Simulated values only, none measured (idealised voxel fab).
process module | voxel transistor to metal
cross-section cut | 200 nm wide | cells 5 nm
A cross-section is a grid of square cells, given in bands from the top down. A band is one or more rows of cells.
Each band's line starts with the height of the band's top and of its bottom, in nm. Then come its materials from left to right, each with its width in nm. One material with "throughout" fills the band from edge to edge. "air" is empty space.
Height 0 is the level under which the wafer as received is all one material. The lowest band goes on downwards, as in "0 down".
A width such as "30 to 40" changes by the same amount from each row of cells to the next, from the band's top row to its bottom row.
"no change" after a step means that no cell of the cross-section changed.
closed voids: empty space of 8 cells or more with no open way to the top, each as width x height at its distance from the left edge, in nm
after a step's settings: what the simulator itself notes on the step
overlay nm, on a step with a mask: how far to the right of its planned place the mask lay; to the left if negative
plan
1 op RECEIVE | material Si
2 op OXIDIZE | depth nm 5
3 op CONFORMAL_DEP | material SiN | thk nm 10
4 op DIRECTIONAL_DEP | material aC | thk nm 10
5 op PATTERN | tone cover | mask id ACTIVE | material resist | width nm 115 | thk nm 30 | overlay nm 0
6 op DIRECTIONAL_ETCH | etch materials aC | depth nm 10
7 op STRIP | etch materials resist
8 op DIRECTIONAL_ETCH | etch materials SiN | depth nm 10
9 op DIRECTIONAL_ETCH | etch materials SiO2 | depth nm 5
10 op DIRECTIONAL_ETCH | etch materials Si | depth nm 20
11 op STRIP | etch materials aC
12 op OXIDIZE | depth nm 5
13 op FILL_DEP | material SiO2 | thk nm 5
14 op CMP | height nm 10
15 op SELECTIVE_ETCH | etch materials SiO2 | depth nm 5
16 op STRIP | etch materials SiN
17 op SELECTIVE_ETCH | etch materials SiO2 | depth nm 5
18 op OXIDIZE | depth nm 5
19 op DIRECTIONAL_DEP | material polySi | thk nm 25
20 op DIRECTIONAL_DEP | material SiCN | thk nm 15
21 op PATTERN | tone cover | mask id GATE | material resist | width nm 35 | thk nm 15 | overlay nm 0
22 op DIRECTIONAL_ETCH | etch materials SiCN | depth nm 25
23 op DIRECTIONAL_ETCH | etch materials polySi | depth nm 35
24 op STRIP | etch materials resist
25 op CONFORMAL_DEP | material SiN | thk nm 5
26 op DIRECTIONAL_ETCH | etch materials SiN | depth nm 5
27 op DIRECTIONAL_ETCH | etch materials SiO2 | depth nm 5
28 op DIRECTIONAL_ETCH | etch materials Si | depth nm 10
29 op EPI | material pSi | thk nm 15
30 op FILL_DEP | material SiO2 | thk nm 10
31 op CMP | height nm 20
32 op STRIP | etch materials polySi
33 op SELECTIVE_ETCH | etch materials SiO2 | depth nm 5
34 op CONFORMAL_DEP | material HfO2 | thk nm 5
35 op CONFORMAL_DEP | material TiN | thk nm 5
36 op FILL_DEP | material W | thk nm 10
37 op CMP | height nm 15
38 op DIRECTIONAL_DEP | material SiO2 | thk nm 10
39 op MASKED_ETCH | tone open | mask id CONTACT | width nm 15 | pitch nm 80 | etch materials SiO2 | depth nm 30 | overlay nm 0
40 op CONFORMAL_DEP | material TiN | thk nm 5
41 op FILL_DEP | material Ru | thk nm 10
42 op CMP | height nm 25
43 op CONFORMAL_DEP | material SiN | thk nm 5
44 op DIRECTIONAL_DEP | material SiO2 | thk nm 20
45 op MASKED_ETCH | tone open | mask id METAL_1 | width nm 15 | pitch nm 80 | etch materials SiO2 | depth nm 20 | overlay nm 0
46 op MASKED_ETCH | tone open | mask id METAL_1 | width nm 15 | pitch nm 80 | etch materials SiN | depth nm 5 | overlay nm 0
47 op CONFORMAL_DEP | material TiN | thk nm 5
48 op FILL_DEP | material Cu | thk nm 5
49 op CMP | height nm 50
50 op EPI | material Ru | thk nm 5
51 op FILL_DEP | material SiCN | thk nm 5
first wafer, as planned
as received, after step 1
  0 down: Si throughout
  closed voids: none
after step 2
  0 to -5: SiO2 throughout
  below -5: unchanged
after step 3
  10 to 0: SiN throughout
  below 0: unchanged
after step 4
  20 to 10: aC throughout
  below 10: unchanged
after step 5
  50 to 20: air 40 | resist 115 | air 45
  below 20: unchanged
after step 6
  40 to 20: air 40 | resist 115 | air 45
  20 to 10: air 40 | aC 115 | air 45
  below 10: unchanged
after step 7
  20 to 10: air 40 | aC 115 | air 45
  below 10: unchanged
after step 8
  20 to 10: air 40 | aC 115 | air 45
  10 to 0: air 40 | SiN 115 | air 45
  below 0: unchanged
after step 9
  20 to 10: air 40 | aC 115 | air 45
  10 to 0: air 40 | SiN 115 | air 45
  0 to -5: air 40 | SiO2 115 | air 45
  below -5: unchanged
after step 10
  20 to 10: air 40 | aC 115 | air 45
  10 to 0: air 40 | SiN 115 | air 45
  0 to -5: air 40 | SiO2 115 | air 45
  -5 to -25: air 40 | Si 115 | air 45
  below -25: unchanged
after step 11
  10 to 0: air 40 | SiN 115 | air 45
  below 0: unchanged
after step 12
  10 to 0: air 40 | SiN 115 | air 45
  0 to -5: air 40 | SiO2 115 | air 45
  -5 to -25: air 40 | SiO2 5 | Si 105 | SiO2 5 | air 45
  -25 to -30: SiO2 45 | Si 105 | SiO2 50
  below -30: unchanged
after step 13
  15 to 10: SiO2 throughout
  10 to 0: SiO2 40 | SiN 115 | SiO2 45
  0 to -5: SiO2 throughout
  -5 to -30: SiO2 45 | Si 105 | SiO2 50
  below -30: unchanged
after step 14
  10 to 0: SiO2 40 | SiN 115 | SiO2 45
  below 0: unchanged
after step 15
  10 to 5: air 40 | SiN 115 | air 45
  below 5: unchanged
after step 16
  5 to 0: SiO2 40 | air 115 | SiO2 45
  below 0: unchanged
after step 17
  0 to -5: SiO2 35 | air 125 | SiO2 40
  below -5: unchanged
after step 18
  0 to -5: SiO2 35 | air 125 | SiO2 40
  -5 to -10: SiO2 throughout
  below -10: unchanged
after step 19
  25 to 20: polySi 35 | air 125 | polySi 40
  20 to 0: polySi throughout
  0 to -5: SiO2 35 | polySi 125 | SiO2 40
  below -5: unchanged
after step 20
  40 to 35: SiCN 35 | air 125 | SiCN 40
  35 to 25: SiCN throughout
  25 to 20: polySi 35 | SiCN 125 | polySi 40
  below 20: unchanged
after step 21
  55 to 40: air 80 | resist 35 | air 85
  40 to 35: SiCN 35 | air 45 | resist 35 | air 45 | SiCN 40
  below 35: unchanged
after step 22
  55 to 35: air 80 | resist 35 | air 85
  35 to 25: air 80 | SiCN 35 | air 85
  25 to 20: polySi 35 | air 45 | SiCN 35 | air 45 | polySi 40
  below 20: unchanged
after step 23
  55 to 35: air 80 | resist 35 | air 85
  35 to 20: air 80 | SiCN 35 | air 85
  20 to 0: air 80 | polySi 35 | air 85
  0 to -5: SiO2 35 | air 45 | polySi 35 | air 45 | SiO2 40
  below -5: unchanged
after step 24
  35 to 20: air 80 | SiCN 35 | air 85
  below 20: unchanged
after step 25
  40 to 35: air 75 | SiN 45 | air 80
  35 to 20: air 75 | SiN 5 | SiCN 35 | SiN 5 | air 80
  20 to 5: air 75 | SiN 5 | polySi 35 | SiN 5 | air 80
  5 to 0: SiN 40 | air 35 | SiN 5 | polySi 35 | SiN 5 | air 35 | SiN 45
  0 to -5: SiO2 35 | SiN 45 | polySi 35 | SiN 45 | SiO2 40
  below -5: unchanged
after step 26
  35 to 20: air 75 | SiN 5 | SiCN 35 | SiN 5 | air 80
  20 to 0: air 75 | SiN 5 | polySi 35 | SiN 5 | air 80
  0 to -5: SiO2 35 | SiN 5 | air 35 | SiN 5 | polySi 35 | SiN 5 | air 35 | SiN 5 | SiO2 40
  below -5: unchanged
after step 27
  35 to 20: air 75 | SiN 5 | SiCN 35 | SiN 5 | air 80
  20 to 0: air 75 | SiN 5 | polySi 35 | SiN 5 | air 80
  0 to -5: air 35 | SiN 5 | air 35 | SiN 5 | polySi 35 | SiN 5 | air 35 | SiN 5 | air 40
  -5 to -10: SiO2 40 | air 35 | SiO2 45 | air 35 | SiO2 45
  below -10: unchanged
after step 28
  35 to 20: air 75 | SiN 5 | SiCN 35 | SiN 5 | air 80
  20 to 0: air 75 | SiN 5 | polySi 35 | SiN 5 | air 80
  0 to -5: air 35 | SiN 5 | air 35 | SiN 5 | polySi 35 | SiN 5 | air 35 | SiN 5 | air 40
  -5 to -10: SiO2 40 | air 35 | SiO2 45 | air 35 | SiO2 45
  -10 to -20: SiO2 45 | air 30 | Si 45 | air 30 | SiO2 50
  below -20: unchanged
after step 29
  35 to 20: air 75 | SiN 5 | SiCN 35 | SiN 5 | air 80
  20 to 5: air 75 | SiN 5 | polySi 35 | SiN 5 | air 80
  5 to 0: air 60 | pSi 15 | SiN 5 | polySi 35 | SiN 5 | pSi 15 | air 65
  0 to -5: air 35 | SiN 5 | air 20 | pSi 15 | SiN 5 | polySi 35 | SiN 5 | pSi 15 | air 20 | SiN 5 | air 40
  -5 to -10: SiO2 40 | pSi 35 | SiO2 45 | pSi 35 | SiO2 45
  -10 to -20: SiO2 45 | pSi 30 | Si 45 | pSi 30 | SiO2 50
  below -20: unchanged
after step 30
  45 to 35: SiO2 throughout
  35 to 20: SiO2 75 | SiN 5 | SiCN 35 | SiN 5 | SiO2 80
  20 to 5: SiO2 75 | SiN 5 | polySi 35 | SiN 5 | SiO2 80
  5 to 0: SiO2 60 | pSi 15 | SiN 5 | polySi 35 | SiN 5 | pSi 15 | SiO2 65
  0 to -5: SiO2 35 | SiN 5 | SiO2 20 | pSi 15 | SiN 5 | polySi 35 | SiN 5 | pSi 15 | SiO2 20 | SiN 5 | SiO2 40
  below -5: unchanged
after step 31
  20 to 5: SiO2 75 | SiN 5 | polySi 35 | SiN 5 | SiO2 80
  below 5: unchanged
after step 32
  20 to 5: SiO2 75 | SiN 5 | air 35 | SiN 5 | SiO2 80
  5 to 0: SiO2 60 | pSi 15 | SiN 5 | air 35 | SiN 5 | pSi 15 | SiO2 65
  0 to -5: SiO2 35 | SiN 5 | SiO2 20 | pSi 15 | SiN 5 | air 35 | SiN 5 | pSi 15 | SiO2 20 | SiN 5 | SiO2 40
  below -5: unchanged
after step 33
  20 to 15: air 75 | SiN 5 | air 35 | SiN 5 | air 80
  15 to 5: SiO2 75 | SiN 5 | air 35 | SiN 5 | SiO2 80
  5 to 0: SiO2 60 | pSi 15 | SiN 5 | air 35 | SiN 5 | pSi 15 | SiO2 65
  0 to -5: SiO2 35 | SiN 5 | SiO2 20 | pSi 15 | SiN 5 | air 35 | SiN 5 | pSi 15 | SiO2 20 | SiN 5 | SiO2 40
  -5 to -10: SiO2 40 | pSi 35 | air 45 | pSi 35 | SiO2 45
  below -10: unchanged
after step 34
  25 to 20: air 70 | HfO2 15 | air 25 | HfO2 15 | air 75
  20 to 15: HfO2 75 | SiN 5 | HfO2 5 | air 25 | HfO2 5 | SiN 5 | HfO2 80
  15 to 5: SiO2 75 | SiN 5 | HfO2 5 | air 25 | HfO2 5 | SiN 5 | SiO2 80
  5 to 0: SiO2 60 | pSi 15 | SiN 5 | HfO2 5 | air 25 | HfO2 5 | SiN 5 | pSi 15 | SiO2 65
  0 to -5: SiO2 35 | SiN 5 | SiO2 20 | pSi 15 | SiN 5 | HfO2 5 | air 25 | HfO2 5 | SiN 5 | pSi 15 | SiO2 20 | SiN 5 | SiO2 40
  -5 to -10: SiO2 40 | pSi 35 | HfO2 45 | pSi 35 | SiO2 45
  below -10: unchanged
after step 35
  30 to 25: air 65 | TiN 25 | air 15 | TiN 25 | air 70
  25 to 20: TiN 70 | HfO2 15 | TiN 5 | air 15 | TiN 5 | HfO2 15 | TiN 75
  20 to 15: HfO2 75 | SiN 5 | HfO2 5 | TiN 5 | air 15 | TiN 5 | HfO2 5 | SiN 5 | HfO2 80
  15 to 5: SiO2 75 | SiN 5 | HfO2 5 | TiN 5 | air 15 | TiN 5 | HfO2 5 | SiN 5 | SiO2 80
  5 to 0: SiO2 60 | pSi 15 | SiN 5 | HfO2 5 | TiN 5 | air 15 | TiN 5 | HfO2 5 | SiN 5 | pSi 15 | SiO2 65
  0 to -5: SiO2 35 | SiN 5 | SiO2 20 | pSi 15 | SiN 5 | HfO2 5 | TiN 25 | HfO2 5 | SiN 5 | pSi 15 | SiO2 20 | SiN 5 | SiO2 40
  below -5: unchanged
after step 36
  40 to 30: W throughout
  30 to 25: W 65 | TiN 25 | W 15 | TiN 25 | W 70
  25 to 20: TiN 70 | HfO2 15 | TiN 5 | W 15 | TiN 5 | HfO2 15 | TiN 75
  20 to 15: HfO2 75 | SiN 5 | HfO2 5 | TiN 5 | W 15 | TiN 5 | HfO2 5 | SiN 5 | HfO2 80
  15 to 5: SiO2 75 | SiN 5 | HfO2 5 | TiN 5 | W 15 | TiN 5 | HfO2 5 | SiN 5 | SiO2 80
  5 to 0: SiO2 60 | pSi 15 | SiN 5 | HfO2 5 | TiN 5 | W 15 | TiN 5 | HfO2 5 | SiN 5 | pSi 15 | SiO2 65
  below 0: unchanged
after step 37
  15 to 5: SiO2 75 | SiN 5 | HfO2 5 | TiN 5 | W 15 | TiN 5 | HfO2 5 | SiN 5 | SiO2 80
  below 5: unchanged
after step 38
  25 to 15: SiO2 throughout
  below 15: unchanged
after step 39
  25 to 15: SiO2 50 | air 15 | SiO2 65 | air 15 | SiO2 55
  15 to 5: SiO2 50 | air 15 | SiO2 10 | SiN 5 | HfO2 5 | TiN 5 | W 15 | TiN 5 | HfO2 5 | SiN 5 | SiO2 10 | air 15 | SiO2 55
  5 to 0: SiO2 50 | air 10 | pSi 15 | SiN 5 | HfO2 5 | TiN 5 | W 15 | TiN 5 | HfO2 5 | SiN 5 | pSi 15 | air 10 | SiO2 55
  0 to -5: SiO2 35 | SiN 5 | SiO2 10 | air 10 | pSi 15 | SiN 5 | HfO2 5 | TiN 25 | HfO2 5 | SiN 5 | pSi 15 | air 10 | SiO2 10 | SiN 5 | SiO2 40
  below -5: unchanged
after step 40
  30 to 25: TiN 55 | air 5 | TiN 75 | air 5 | TiN 60
  25 to 15: SiO2 50 | TiN 5 | air 5 | TiN 5 | SiO2 65 | TiN 5 | air 5 | TiN 5 | SiO2 55
  15 to 10: SiO2 50 | TiN 5 | air 5 | TiN 5 | SiO2 10 | SiN 5 | HfO2 5 | TiN 5 | W 15 | TiN 5 | HfO2 5 | SiN 5 | SiO2 10 | TiN 5 | air 5 | TiN 5 | SiO2 55
  10 to 5: SiO2 50 | TiN 15 | SiO2 10 | SiN 5 | HfO2 5 | TiN 5 | W 15 | TiN 5 | HfO2 5 | SiN 5 | SiO2 10 | TiN 15 | SiO2 55
  5 to 0: SiO2 50 | TiN 10 | pSi 15 | SiN 5 | HfO2 5 | TiN 5 | W 15 | TiN 5 | HfO2 5 | SiN 5 | pSi 15 | TiN 10 | SiO2 55
  0 to -5: SiO2 35 | SiN 5 | SiO2 10 | TiN 10 | pSi 15 | SiN 5 | HfO2 5 | TiN 25 | HfO2 5 | SiN 5 | pSi 15 | TiN 10 | SiO2 10 | SiN 5 | SiO2 40
  below -5: unchanged
after step 41
  40 to 30: Ru throughout
  30 to 25: TiN 55 | Ru 5 | TiN 75 | Ru 5 | TiN 60
  25 to 15: SiO2 50 | TiN 5 | Ru 5 | TiN 5 | SiO2 65 | TiN 5 | Ru 5 | TiN 5 | SiO2 55
  15 to 10: SiO2 50 | TiN 5 | Ru 5 | TiN 5 | SiO2 10 | SiN 5 | HfO2 5 | TiN 5 | W 15 | TiN 5 | HfO2 5 | SiN 5 | SiO2 10 | TiN 5 | Ru 5 | TiN 5 | SiO2 55
  below 10: unchanged
after step 42
  25 to 15: SiO2 50 | TiN 5 | Ru 5 | TiN 5 | SiO2 65 | TiN 5 | Ru 5 | TiN 5 | SiO2 55
  below 15: unchanged
after step 43
  30 to 25: SiN throughout
  below 25: unchanged
after step 44
  50 to 30: SiO2 throughout
  below 30: unchanged
after step 45
  50 to 30: SiO2 50 | air 15 | SiO2 65 | air 15 | SiO2 55
  below 30: unchanged
after step 46
  50 to 30: SiO2 50 | air 15 | SiO2 65 | air 15 | SiO2 55
  30 to 25: SiN 50 | air 15 | SiN 65 | air 15 | SiN 55
  below 25: unchanged
after step 47
  55 to 50: TiN 55 | air 5 | TiN 75 | air 5 | TiN 60
  50 to 30: SiO2 50 | TiN 5 | air 5 | TiN 5 | SiO2 65 | TiN 5 | air 5 | TiN 5 | SiO2 55
  30 to 25: SiN 50 | TiN 15 | SiN 65 | TiN 15 | SiN 55
  below 25: unchanged
after step 48
  60 to 55: Cu throughout
  55 to 50: TiN 55 | Cu 5 | TiN 75 | Cu 5 | TiN 60
  50 to 30: SiO2 50 | TiN 5 | Cu 5 | TiN 5 | SiO2 65 | TiN 5 | Cu 5 | TiN 5 | SiO2 55
  below 30: unchanged
after step 49
  50 to 30: SiO2 50 | TiN 5 | Cu 5 | TiN 5 | SiO2 65 | TiN 5 | Cu 5 | TiN 5 | SiO2 55
  below 30: unchanged
after step 50
  55 to 50: air 45 | Ru 25 | air 55 | Ru 25 | air 50
  below 50: unchanged
after step 51
  60 to 55: SiCN throughout
  55 to 50: SiCN 45 | Ru 25 | SiCN 55 | Ru 25 | SiCN 50
  below 50: unchanged
second wafer: like start, like plan, one mistake. Through step 20 it matches the first wafer
when step 21 should have ended
  55 to 40: air 75 | resist 35 | air 90
  40 to 35: SiCN 35 | air 40 | resist 35 | air 50 | SiCN 40
  below 35: unchanged
when step 22 should have ended
  55 to 35: air 75 | resist 35 | air 90
  35 to 25: air 75 | SiCN 35 | air 90
  25 to 20: polySi 35 | air 40 | SiCN 35 | air 50 | polySi 40
  below 20: unchanged
when step 23 should have ended
  55 to 35: air 75 | resist 35 | air 90
  35 to 20: air 75 | SiCN 35 | air 90
  20 to 0: air 75 | polySi 35 | air 90
  0 to -5: SiO2 35 | air 40 | polySi 35 | air 50 | SiO2 40
  below -5: unchanged
when step 24 should have ended
  35 to 20: air 75 | SiCN 35 | air 90
  below 20: unchanged
when step 25 should have ended
  40 to 35: air 70 | SiN 45 | air 85
  35 to 20: air 70 | SiN 5 | SiCN 35 | SiN 5 | air 85
  20 to 5: air 70 | SiN 5 | polySi 35 | SiN 5 | air 85
  5 to 0: SiN 40 | air 30 | SiN 5 | polySi 35 | SiN 5 | air 40 | SiN 45
  0 to -5: SiO2 35 | SiN 40 | polySi 35 | SiN 50 | SiO2 40
  below -5: unchanged
when step 26 should have ended
  35 to 20: air 70 | SiN 5 | SiCN 35 | SiN 5 | air 85
  20 to 0: air 70 | SiN 5 | polySi 35 | SiN 5 | air 85
  0 to -5: SiO2 35 | SiN 5 | air 30 | SiN 5 | polySi 35 | SiN 5 | air 40 | SiN 5 | SiO2 40
  below -5: unchanged
when step 27 should have ended
  35 to 20: air 70 | SiN 5 | SiCN 35 | SiN 5 | air 85
  20 to 0: air 70 | SiN 5 | polySi 35 | SiN 5 | air 85
  0 to -5: air 35 | SiN 5 | air 30 | SiN 5 | polySi 35 | SiN 5 | air 40 | SiN 5 | air 40
  -5 to -10: SiO2 40 | air 30 | SiO2 45 | air 40 | SiO2 45
  below -10: unchanged
when step 28 should have ended
  35 to 20: air 70 | SiN 5 | SiCN 35 | SiN 5 | air 85
  20 to 0: air 70 | SiN 5 | polySi 35 | SiN 5 | air 85
  0 to -5: air 35 | SiN 5 | air 30 | SiN 5 | polySi 35 | SiN 5 | air 40 | SiN 5 | air 40
  -5 to -10: SiO2 40 | air 30 | SiO2 45 | air 40 | SiO2 45
  -10 to -20: SiO2 45 | air 25 | Si 45 | air 35 | SiO2 50
  below -20: unchanged
when step 29 should have ended
  35 to 20: air 70 | SiN 5 | SiCN 35 | SiN 5 | air 85
  20 to 5: air 70 | SiN 5 | polySi 35 | SiN 5 | air 85
  5 to 0: air 55 | pSi 15 | SiN 5 | polySi 35 | SiN 5 | pSi 15 | air 70
  0 to -5: air 35 | SiN 5 | air 15 | pSi 15 | SiN 5 | polySi 35 | SiN 5 | pSi 15 | air 25 | SiN 5 | air 40
  -5 to -10: SiO2 40 | pSi 30 | SiO2 45 | pSi 40 | SiO2 45
  -10 to -20: SiO2 45 | pSi 25 | Si 45 | pSi 35 | SiO2 50
  below -20: unchanged
when step 30 should have ended
  45 to 35: SiO2 throughout
  35 to 20: SiO2 70 | SiN 5 | SiCN 35 | SiN 5 | SiO2 85
  20 to 5: SiO2 70 | SiN 5 | polySi 35 | SiN 5 | SiO2 85
  5 to 0: SiO2 55 | pSi 15 | SiN 5 | polySi 35 | SiN 5 | pSi 15 | SiO2 70
  0 to -5: SiO2 35 | SiN 5 | SiO2 15 | pSi 15 | SiN 5 | polySi 35 | SiN 5 | pSi 15 | SiO2 25 | SiN 5 | SiO2 40
  below -5: unchanged
when step 31 should have ended
  20 to 5: SiO2 70 | SiN 5 | polySi 35 | SiN 5 | SiO2 85
  below 5: unchanged
when step 32 should have ended
  20 to 5: SiO2 70 | SiN 5 | air 35 | SiN 5 | SiO2 85
  5 to 0: SiO2 55 | pSi 15 | SiN 5 | air 35 | SiN 5 | pSi 15 | SiO2 70
  0 to -5: SiO2 35 | SiN 5 | SiO2 15 | pSi 15 | SiN 5 | air 35 | SiN 5 | pSi 15 | SiO2 25 | SiN 5 | SiO2 40
  below -5: unchanged
when step 33 should have ended
  20 to 15: air 70 | SiN 5 | air 35 | SiN 5 | air 85
  15 to 5: SiO2 70 | SiN 5 | air 35 | SiN 5 | SiO2 85
  5 to 0: SiO2 55 | pSi 15 | SiN 5 | air 35 | SiN 5 | pSi 15 | SiO2 70
  0 to -5: SiO2 35 | SiN 5 | SiO2 15 | pSi 15 | SiN 5 | air 35 | SiN 5 | pSi 15 | SiO2 25 | SiN 5 | SiO2 40
  -5 to -10: SiO2 40 | pSi 30 | air 45 | pSi 40 | SiO2 45
  below -10: unchanged
when step 34 should have ended
  25 to 20: air 65 | HfO2 15 | air 25 | HfO2 15 | air 80
  20 to 15: HfO2 70 | SiN 5 | HfO2 5 | air 25 | HfO2 5 | SiN 5 | HfO2 85
  15 to 5: SiO2 70 | SiN 5 | HfO2 5 | air 25 | HfO2 5 | SiN 5 | SiO2 85
  5 to 0: SiO2 55 | pSi 15 | SiN 5 | HfO2 5 | air 25 | HfO2 5 | SiN 5 | pSi 15 | SiO2 70
  0 to -5: SiO2 35 | SiN 5 | SiO2 15 | pSi 15 | SiN 5 | HfO2 5 | air 25 | HfO2 5 | SiN 5 | pSi 15 | SiO2 25 | SiN 5 | SiO2 40
  -5 to -10: SiO2 40 | pSi 30 | HfO2 45 | pSi 40 | SiO2 45
  below -10: unchanged
when step 35 should have ended
  30 to 25: air 60 | TiN 25 | air 15 | TiN 25 | air 75
  25 to 20: TiN 65 | HfO2 15 | TiN 5 | air 15 | TiN 5 | HfO2 15 | TiN 80
  20 to 15: HfO2 70 | SiN 5 | HfO2 5 | TiN 5 | air 15 | TiN 5 | HfO2 5 | SiN 5 | HfO2 85
  15 to 5: SiO2 70 | SiN 5 | HfO2 5 | TiN 5 | air 15 | TiN 5 | HfO2 5 | SiN 5 | SiO2 85
  5 to 0: SiO2 55 | pSi 15 | SiN 5 | HfO2 5 | TiN 5 | air 15 | TiN 5 | HfO2 5 | SiN 5 | pSi 15 | SiO2 70
  0 to -5: SiO2 35 | SiN 5 | SiO2 15 | pSi 15 | SiN 5 | HfO2 5 | TiN 25 | HfO2 5 | SiN 5 | pSi 15 | SiO2 25 | SiN 5 | SiO2 40
  below -5: unchanged
when step 36 should have ended
  40 to 30: W throughout
  30 to 25: W 60 | TiN 25 | W 15 | TiN 25 | W 75
  25 to 20: TiN 65 | HfO2 15 | TiN 5 | W 15 | TiN 5 | HfO2 15 | TiN 80
  20 to 15: HfO2 70 | SiN 5 | HfO2 5 | TiN 5 | W 15 | TiN 5 | HfO2 5 | SiN 5 | HfO2 85
  15 to 5: SiO2 70 | SiN 5 | HfO2 5 | TiN 5 | W 15 | TiN 5 | HfO2 5 | SiN 5 | SiO2 85
  5 to 0: SiO2 55 | pSi 15 | SiN 5 | HfO2 5 | TiN 5 | W 15 | TiN 5 | HfO2 5 | SiN 5 | pSi 15 | SiO2 70
  below 0: unchanged
when step 37 should have ended
  15 to 5: SiO2 70 | SiN 5 | HfO2 5 | TiN 5 | W 15 | TiN 5 | HfO2 5 | SiN 5 | SiO2 85
  below 5: unchanged
when step 38 should have ended
  25 to 15: SiO2 throughout
  below 15: unchanged
when step 39 should have ended
  25 to 15: SiO2 50 | air 15 | SiO2 65 | air 15 | SiO2 55
  15 to 5: SiO2 50 | air 15 | SiO2 5 | SiN 5 | HfO2 5 | TiN 5 | W 15 | TiN 5 | HfO2 5 | SiN 5 | SiO2 15 | air 15 | SiO2 55
  5 to 0: SiO2 50 | air 5 | pSi 15 | SiN 5 | HfO2 5 | TiN 5 | W 15 | TiN 5 | HfO2 5 | SiN 5 | pSi 15 | air 15 | SiO2 55
  0 to -5: SiO2 35 | SiN 5 | SiO2 10 | air 5 | pSi 15 | SiN 5 | HfO2 5 | TiN 25 | HfO2 5 | SiN 5 | pSi 15 | air 15 | SiO2 10 | SiN 5 | SiO2 40
  below -5: unchanged
when step 40 should have ended
  30 to 25: TiN 55 | air 5 | TiN 75 | air 5 | TiN 60
  25 to 15: SiO2 50 | TiN 5 | air 5 | TiN 5 | SiO2 65 | TiN 5 | air 5 | TiN 5 | SiO2 55
  15 to 10: SiO2 50 | TiN 5 | air 5 | TiN 5 | SiO2 5 | SiN 5 | HfO2 5 | TiN 5 | W 15 | TiN 5 | HfO2 5 | SiN 5 | SiO2 15 | TiN 5 | air 5 | TiN 5 | SiO2 55
  10 to 5: SiO2 50 | TiN 15 | SiO2 5 | SiN 5 | HfO2 5 | TiN 5 | W 15 | TiN 5 | HfO2 5 | SiN 5 | SiO2 15 | TiN 5 | air 5 | TiN 5 | SiO2 55
  5 to 0: SiO2 50 | TiN 5 | pSi 15 | SiN 5 | HfO2 5 | TiN 5 | W 15 | TiN 5 | HfO2 5 | SiN 5 | pSi 15 | TiN 5 | air 5 | TiN 5 | SiO2 55
  0 to -5: SiO2 35 | SiN 5 | SiO2 10 | TiN 5 | pSi 15 | SiN 5 | HfO2 5 | TiN 25 | HfO2 5 | SiN 5 | pSi 15 | TiN 15 | SiO2 10 | SiN 5 | SiO2 40
  below -5: unchanged
when step 41 should have ended
  40 to 30: Ru throughout
  30 to 25: TiN 55 | Ru 5 | TiN 75 | Ru 5 | TiN 60
  25 to 15: SiO2 50 | TiN 5 | Ru 5 | TiN 5 | SiO2 65 | TiN 5 | Ru 5 | TiN 5 | SiO2 55
  15 to 10: SiO2 50 | TiN 5 | Ru 5 | TiN 5 | SiO2 5 | SiN 5 | HfO2 5 | TiN 5 | W 15 | TiN 5 | HfO2 5 | SiN 5 | SiO2 15 | TiN 5 | Ru 5 | TiN 5 | SiO2 55
  10 to 5: SiO2 50 | TiN 15 | SiO2 5 | SiN 5 | HfO2 5 | TiN 5 | W 15 | TiN 5 | HfO2 5 | SiN 5 | SiO2 15 | TiN 5 | Ru 5 | TiN 5 | SiO2 55
  5 to 0: SiO2 50 | TiN 5 | pSi 15 | SiN 5 | HfO2 5 | TiN 5 | W 15 | TiN 5 | HfO2 5 | SiN 5 | pSi 15 | TiN 5 | Ru 5 | TiN 5 | SiO2 55
  below 0: unchanged
when step 42 should have ended
  25 to 15: SiO2 50 | TiN 5 | Ru 5 | TiN 5 | SiO2 65 | TiN 5 | Ru 5 | TiN 5 | SiO2 55
  below 15: unchanged
when step 43 should have ended
  30 to 25: SiN throughout
  below 25: unchanged
when step 44 should have ended
  50 to 30: SiO2 throughout
  below 30: unchanged
when step 45 should have ended
  50 to 30: SiO2 50 | air 15 | SiO2 65 | air 15 | SiO2 55
  below 30: unchanged
when step 46 should have ended
  50 to 30: SiO2 50 | air 15 | SiO2 65 | air 15 | SiO2 55
  30 to 25: SiN 50 | air 15 | SiN 65 | air 15 | SiN 55
  below 25: unchanged
when step 47 should have ended
  55 to 50: TiN 55 | air 5 | TiN 75 | air 5 | TiN 60
  50 to 30: SiO2 50 | TiN 5 | air 5 | TiN 5 | SiO2 65 | TiN 5 | air 5 | TiN 5 | SiO2 55
  30 to 25: SiN 50 | TiN 15 | SiN 65 | TiN 15 | SiN 55
  below 25: unchanged
when step 48 should have ended
  60 to 55: Cu throughout
  55 to 50: TiN 55 | Cu 5 | TiN 75 | Cu 5 | TiN 60
  50 to 30: SiO2 50 | TiN 5 | Cu 5 | TiN 5 | SiO2 65 | TiN 5 | Cu 5 | TiN 5 | SiO2 55
  below 30: unchanged
when step 49 should have ended
  50 to 30: SiO2 50 | TiN 5 | Cu 5 | TiN 5 | SiO2 65 | TiN 5 | Cu 5 | TiN 5 | SiO2 55
  below 30: unchanged
when step 50 should have ended
  55 to 50: air 45 | Ru 25 | air 55 | Ru 25 | air 50
  below 50: unchanged
when step 51 should have ended
  60 to 55: SiCN throughout
  55 to 50: SiCN 45 | Ru 25 | SiCN 55 | Ru 25 | SiCN 50
  below 50: unchanged
what went wrong: step 21 ran as: op PATTERN | tone cover | mask id GATE | material resist | width nm 35 | thk nm 15 | overlay nm -5
at the end the second wafer has, in cells: 2 more of Ru | 2 fewer of TiN
